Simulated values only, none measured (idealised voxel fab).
Documented hereafter: the process module known as voxel ribs on slabs.
Cross-sectional view cut (width: 280 nm; square cell size: 5 nm).
Format of a cross-section: grid, square cells. Given as bands. Order: top down. Band: one or more rows of cells.
Basically the band line says how high the top is and how high the bottom is, in nm, and then what's in it from left to right, every material with its width in nm. Empty space shows up as "empty", and if a single material carries "edge to edge" it runs the full band edge to edge.
Height reference: 0 = level under which incoming wafer is all one material. Lowest band: no bottom, runs on downward, e.g. "z 0 and below".
Width "30..40": first value at the band's top row of cells, second value at its bottom row, equal change from row to row.
"nothing got changed" after a step means that no cell of the cross-section changed.
This entry, "Fully enclosed voids", enumerates those empty regions of no fewer than 8 cells that possess no open connection to the top. Each region is reported in the form width x height at distance, the distance being taken from the left edge, with all three quantities expressed in nm.
Read whatever lies past the settings on a step's line as the simulator's own remark about the step.
What "overlay nm" on a step's line means: if the step has a mask, that mask lay this far to the right of its planned place, or, when the value is negative, to the left.

### So here's the lineup of process steps we planned
| 1 | RECEIVE | material Si |
| 2 | DIRECTIONAL_DEP | material SiO2 | thk nm 25 |
| 3 | DIRECTIONAL_DEP | material SiN | thk nm 25 |
| 4 | MASKED_ETCH | tone cover | mask id RIB | width nm 15 | etch materials SiN | depth nm 15 | overlay nm 0 |
| 5 | PATTERN | tone cover | mask id SLAB | material resist | width nm 45 | thk nm 20 | overlay nm 0 |
| 6 | DIRECTIONAL_ETCH | etch materials SiN | depth nm 10 |
| 7 | STRIP | etch materials resist |
| 8 | FILL_DEP | material SiO2 | thk nm 20 |
| 9 | CMP | height nm 65 |
| 10 | DIRECTIONAL_DEP | material TiN | thk nm 10 |
| 11 | DIRECTIONAL_DEP | material aC | thk nm 15 |
| 12 | PATTERN | tone cover | mask id HEATER | material resist | width nm 25 | thk nm 35 | overlay nm 0 |
| 13 | DIRECTIONAL_ETCH | etch materials aC | depth nm 15 |
| 14 | STRIP | etch materials resist |
| 15 | DIRECTIONAL_ETCH | etch materials TiN | depth nm 10 |
| 16 | STRIP | etch materials aC |
| 17 | CONFORMAL_DEP | material SiN | thk nm 10 |
The width nm used in step 5 is not the same on every wafer, whereas the starting condition is; the value printed in the plan is the first wafer's.

### Cross-section of the first of several wafers on receipt, reflecting completion of step 1
* z 0 and below  Si edge to edge
* Fully enclosed voids: none

### Below, a row for every wafer. Read it as the end-of-module picture: for each material the wafer shows its cells gained (+) or lost (-) since it was received, and then its closed voids
width nm 45 | +147 SiN | +701 SiO2 | +10 TiN | Fully enclosed voids: none
width nm 50 | +149 SiN | +699 SiO2 | +10 TiN | Fully enclosed voids: none
width nm 55 | +151 SiN | +697 SiO2 | +10 TiN | Fully enclosed voids: none
width nm 60 | +153 SiN | +695 SiO2 | +10 TiN | Fully enclosed voids: none
width nm 65 | +155 SiN | +693 SiO2 | +10 TiN | Fully enclosed voids: none
width nm 70 | +157 SiN | +691 SiO2 | +10 TiN | Fully enclosed voids: none
